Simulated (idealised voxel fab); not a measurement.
A process module follows: voxel released beams.
FYI the section here is cut, 220 nm wide, cells are 5 nm squares.
Throughout this document, each cross-section is represented as a grid of square cells and is presented as a sequence of bands enumerated from the top downward, where a band comprises one or more rows of cells. In this notation a band is specified by the heights of its top and bottom, in that order and in nm, after which its materials appear from left to right, each paired with its width in nm. The word "everywhere" attached to a single material means that material fills the band from edge to edge; the word "air" stands for empty space. Zero point of the height axis is 0; under it, received wafer = one material. Lowest band: continues down indefinitely, "from 0 down". You'd read "30..40" like this: the band's top row of cells is as wide as the first number, its bottom row is as wide as the second, and going down, every row changes width by the same amount as the row before did. What does "remained the same" mean for a step? It means no cell of the cross-section changed in that step. The entry titled "Trapped voids" provides the empty spaces that have no open way to the top, restricted to those of 8 cells or more. Each is presented as width x height at distance, the distance being measured from the left edge, with all three in nm. Whatever follows a step's settings on its line is a remark the simulator itself makes about that step. "overlay nm" answers the question of how far to the right of plan the mask lay on a step that has a mask, and when it is negative the answer is to the left.
So here's the lineup of process steps we planned:
1) RECEIVE [material Si]
2) CONFORMAL_DEP [material SiN] [thk nm 5]
3) DIRECTIONAL_DEP [material SiO2] [thk nm 10]
4) MASKED_ETCH [tone open] [mask id ANCHOR] [width nm 25] [etch materials SiO2] [depth nm 10] [overlay nm -15]
5) CONFORMAL_DEP [material polySi] [thk nm 10]
6) MASKED_ETCH [tone cover] [mask id BEAM] [width nm 95] [etch materials polySi] [depth nm 10] [overlay nm 0]
7) STRIP [etch materials SiO2]
Keep in mind the plan's value for the overlay nm of step 4 comes from the first wafer; the wafers don't share that setting, but they do share the same starting point.
Cross-section of the first incoming wafer of several, state after step 1:
  from 0 down | Si everywhere
  Trapped voids: none
Here's the first of several wafers in cross-section, end of the module, after the last step, step 7:
  from 25 to 15 | air: 65, then polySi: 90, then air: 65
  from 15 to 5 | air: 50, then polySi: 25, then air: 145
  from 5 to 0 | SiN everywhere
  from 0 down | Si everywhere
  Trapped voids: none
Cross-sectional depiction of the last of several wafers upon completion of the module:
  from 25 to 15 | air: 60, then polySi: 30, then air: 5, then polySi: 60, then air: 65
  from 15 to 5 | air: 80, then polySi: 25, then air: 115
  from 5 to 0 | SiN everywhere
  from 0 down | Si everywhere
  Trapped voids: none
The table below has one row for each wafer; a row shows, as of the end of the module, how many cells of each material the wafer has gained, marked (+), or lost, marked (-), since it was received, and then the wafer's closed voids:
overlay nm -15 | +44 SiN | +46 polySi | Trapped voids: none
overlay nm -10 | +44 SiN | +46 polySi | Trapped voids: none
overlay nm -5 | +44 SiN | +46 polySi | Trapped voids: none
overlay nm 0 | +44 SiN | +46 polySi | Trapped voids: none
overlay nm 5 | +44 SiN | +46 polySi | Trapped voids: none
overlay nm 10 | +44 SiN | +46 polySi | Trapped voids: none
overlay nm 15 | +44 SiN | +46 polySi | Trapped voids: none
